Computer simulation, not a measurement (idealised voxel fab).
process module | voxel gate over fins
cross-section cut | 285 nm wide | cells 5 nm
A cross-section is a grid of square cells, given in bands from the top down. A band is one or more rows of cells.
Each band's line starts with the height of the band's top and of its bottom, in nm. Then come its materials from left to right, each with its width in nm. One material with "throughout" fills the band from edge to edge. "air" is empty space.
Height 0 is the level under which the wafer as received is all one material. The lowest band goes on downwards, as in "0 down".
A width such as "30 to 40" changes by the same amount from each row of cells to the next, from the band's top row to its bottom row.
"no change" after a step means that no cell of the cross-section changed.
closed voids: empty space of 8 cells or more with no open way to the top, each as width x height at its distance from the left edge, in nm
after a step's settings: what the simulator itself notes on the step
overlay nm, on a step with a mask: how far to the right of its planned place the mask lay; to the left if negative
plan
1 op RECEIVE | material Si
2 op CONFORMAL_DEP | material SiN | thk nm 10
3 op MASKED_ETCH | tone cover | mask id FINS | width nm 15 | pitch nm 35 | etch materials SiN | depth nm 10 | overlay nm 0
4 op MASKED_ETCH | tone cover | mask id FINS | width nm 15 | pitch nm 35 | etch materials Si | depth nm 30 | overlay nm 0
5 op OXIDIZE | depth nm 5
6 op FILL_DEP | material SiO2 | thk nm 15
7 op CMP | height nm 10
8 op SELECTIVE_ETCH | etch materials SiO2 | depth nm 25
9 op STRIP | etch materials SiN
10 op CONFORMAL_DEP | material HfO2 | thk nm 5
11 op CONFORMAL_DEP | material TiN | thk nm 5
12 op CONFORMAL_DEP | material TiAl | thk nm 5
13 op CONFORMAL_DEP | material TiN | thk nm 5
14 op FILL_DEP | material W | thk nm 10
15 op CMP | height nm 25
16 op CONFORMAL_DEP | material SiN | thk nm 5
first wafer, as planned
as received, after step 1
  0 down: Si throughout
  closed voids: none
after step 2
  10 to 0: SiN throughout
  below 0: unchanged
after step 3
  10 to 0: air 115 | SiN 15 | air 20 | SiN 15 | air 120
  below 0: unchanged
after step 4
  10 to 0: air 115 | SiN 15 | air 20 | SiN 15 | air 120
  0 to -30: air 115 | Si 15 | air 20 | Si 15 | air 120
  below -30: unchanged
after step 5
  10 to 0: air 115 | SiN 15 | air 20 | SiN 15 | air 120
  0 to -30: air 115 | SiO2 5 | Si 5 | SiO2 5 | air 20 | SiO2 5 | Si 5 | SiO2 5 | air 120
  -30 to -35: SiO2 120 | Si 5 | SiO2 30 | Si 5 | SiO2 125
  below -35: unchanged
after step 6
  25 to 10: SiO2 throughout
  10 to 0: SiO2 115 | SiN 15 | SiO2 20 | SiN 15 | SiO2 120
  0 to -35: SiO2 120 | Si 5 | SiO2 30 | Si 5 | SiO2 125
  below -35: unchanged
after step 7
  10 to 0: SiO2 115 | SiN 15 | SiO2 20 | SiN 15 | SiO2 120
  below 0: unchanged
after step 8
  10 to 0: air 115 | SiN 15 | air 20 | SiN 15 | air 120
  0 to -15: air 120 | Si 5 | air 30 | Si 5 | air 125
  below -15: unchanged
after step 9
  0 to -15: air 120 | Si 5 | air 30 | Si 5 | air 125
  below -15: unchanged
after step 10
  5 to 0: air 115 | HfO2 15 | air 20 | HfO2 15 | air 120
  0 to -10: air 115 | HfO2 5 | Si 5 | HfO2 5 | air 20 | HfO2 5 | Si 5 | HfO2 5 | air 120
  -10 to -15: HfO2 120 | Si 5 | HfO2 30 | Si 5 | HfO2 125
  below -15: unchanged
after step 11
  10 to 5: air 110 | TiN 25 | air 10 | TiN 25 | air 115
  5 to 0: air 110 | TiN 5 | HfO2 15 | TiN 5 | air 10 | TiN 5 | HfO2 15 | TiN 5 | air 115
  0 to -5: air 110 | TiN 5 | HfO2 5 | Si 5 | HfO2 5 | TiN 5 | air 10 | TiN 5 | HfO2 5 | Si 5 | HfO2 5 | TiN 5 | air 115
  -5 to -10: TiN 115 | HfO2 5 | Si 5 | HfO2 5 | TiN 20 | HfO2 5 | Si 5 | HfO2 5 | TiN 120
  below -10: unchanged
after step 12
  15 to 10: air 105 | TiAl 70 | air 110
  10 to 5: air 105 | TiAl 5 | TiN 25 | TiAl 10 | TiN 25 | TiAl 5 | air 110
  5 to 0: air 105 | TiAl 5 | TiN 5 | HfO2 15 | TiN 5 | TiAl 10 | TiN 5 | HfO2 15 | TiN 5 | TiAl 5 | air 110
  0 to -5: TiAl 110 | TiN 5 | HfO2 5 | Si 5 | HfO2 5 | TiN 5 | TiAl 10 | TiN 5 | HfO2 5 | Si 5 | HfO2 5 | TiN 5 | TiAl 115
  below -5: unchanged
after step 13
  20 to 15: air 100 | TiN 80 | air 105
  15 to 10: air 100 | TiN 5 | TiAl 70 | TiN 5 | air 105
  10 to 5: air 100 | TiN 5 | TiAl 5 | TiN 25 | TiAl 10 | TiN 25 | TiAl 5 | TiN 5 | air 105
  5 to 0: TiN 105 | TiAl 5 | TiN 5 | HfO2 15 | TiN 5 | TiAl 10 | TiN 5 | HfO2 15 | TiN 5 | TiAl 5 | TiN 110
  below 0: unchanged
after step 14
  30 to 20: W throughout
  20 to 15: W 100 | TiN 80 | W 105
  15 to 10: W 100 | TiN 5 | TiAl 70 | TiN 5 | W 105
  10 to 5: W 100 | TiN 5 | TiAl 5 | TiN 25 | TiAl 10 | TiN 25 | TiAl 5 | TiN 5 | W 105
  below 5: unchanged
after step 15
  25 to 20: W throughout
  below 20: unchanged
after step 16
  30 to 25: SiN throughout
  below 25: unchanged
second wafer: like start, like plan, one mistake. Through step 2 it matches the first wafer
when step 3 should have ended
  10 to 0: air 115 | SiN 20 | air 15 | SiN 20 | air 115
  below 0: unchanged
when step 4 should have ended
  10 to 0: air 115 | SiN 20 | air 15 | SiN 20 | air 115
  0 to -30: air 115 | Si 20 | air 15 | Si 20 | air 115
  below -30: unchanged
when step 5 should have ended
  10 to 0: air 115 | SiN 20 | air 15 | SiN 20 | air 115
  0 to -30: air 115 | SiO2 5 | Si 10 | SiO2 5 | air 15 | SiO2 5 | Si 10 | SiO2 5 | air 115
  -30 to -35: SiO2 120 | Si 10 | SiO2 25 | Si 10 | SiO2 120
  below -35: unchanged
when step 6 should have ended
  25 to 10: SiO2 throughout
  10 to 0: SiO2 115 | SiN 20 | SiO2 15 | SiN 20 | SiO2 115
  0 to -35: SiO2 120 | Si 10 | SiO2 25 | Si 10 | SiO2 120
  below -35: unchanged
when step 7 should have ended
  10 to 0: SiO2 115 | SiN 20 | SiO2 15 | SiN 20 | SiO2 115
  below 0: unchanged
when step 8 should have ended
  10 to 0: air 115 | SiN 20 | air 15 | SiN 20 | air 115
  0 to -15: air 120 | Si 10 | air 25 | Si 10 | air 120
  below -15: unchanged
when step 9 should have ended
  0 to -15: air 120 | Si 10 | air 25 | Si 10 | air 120
  below -15: unchanged
when step 10 should have ended
  5 to 0: air 115 | HfO2 20 | air 15 | HfO2 20 | air 115
  0 to -10: air 115 | HfO2 5 | Si 10 | HfO2 5 | air 15 | HfO2 5 | Si 10 | HfO2 5 | air 115
  -10 to -15: HfO2 120 | Si 10 | HfO2 25 | Si 10 | HfO2 120
  below -15: unchanged
when step 11 should have ended
  10 to 5: air 110 | TiN 30 | air 5 | TiN 30 | air 110
  5 to 0: air 110 | TiN 5 | HfO2 20 | TiN 5 | air 5 | TiN 5 | HfO2 20 | TiN 5 | air 110
  0 to -5: air 110 | TiN 5 | HfO2 5 | Si 10 | HfO2 5 | TiN 5 | air 5 | TiN 5 | HfO2 5 | Si 10 | HfO2 5 | TiN 5 | air 110
  -5 to -10: TiN 115 | HfO2 5 | Si 10 | HfO2 5 | TiN 15 | HfO2 5 | Si 10 | HfO2 5 | TiN 115
  below -10: unchanged
when step 12 should have ended
  15 to 10: air 105 | TiAl 75 | air 105
  10 to 5: air 105 | TiAl 5 | TiN 30 | TiAl 5 | TiN 30 | TiAl 5 | air 105
  5 to 0: air 105 | TiAl 5 | TiN 5 | HfO2 20 | TiN 5 | TiAl 5 | TiN 5 | HfO2 20 | TiN 5 | TiAl 5 | air 105
  0 to -5: TiAl 110 | TiN 5 | HfO2 5 | Si 10 | HfO2 5 | TiN 5 | TiAl 5 | TiN 5 | HfO2 5 | Si 10 | HfO2 5 | TiN 5 | TiAl 110
  below -5: unchanged
when step 13 should have ended
  20 to 15: air 100 | TiN 85 | air 100
  15 to 10: air 100 | TiN 5 | TiAl 75 | TiN 5 | air 100
  10 to 5: air 100 | TiN 5 | TiAl 5 | TiN 30 | TiAl 5 | TiN 30 | TiAl 5 | TiN 5 | air 100
  5 to 0: TiN 105 | TiAl 5 | TiN 5 | HfO2 20 | TiN 5 | TiAl 5 | TiN 5 | HfO2 20 | TiN 5 | TiAl 5 | TiN 105
  below 0: unchanged
when step 14 should have ended
  30 to 20: W throughout
  20 to 15: W 100 | TiN 85 | W 100
  15 to 10: W 100 | TiN 5 | TiAl 75 | TiN 5 | W 100
  10 to 5: W 100 | TiN 5 | TiAl 5 | TiN 30 | TiAl 5 | TiN 30 | TiAl 5 | TiN 5 | W 100
  below 5: unchanged
when step 15 should have ended
  25 to 20: W throughout
  below 20: unchanged
when step 16 should have ended
  30 to 25: SiN throughout
  below 25: unchanged
what went wrong: step 3 ran as: op MASKED_ETCH | tone cover | mask id FINS | width nm 20 | pitch nm 35 | etch materials SiN | depth nm 10 | overlay nm 0
at the end the second wafer has, in cells: 14 more of Si | 8 fewer of SiO2 | 3 fewer of TiAl | 3 fewer of W
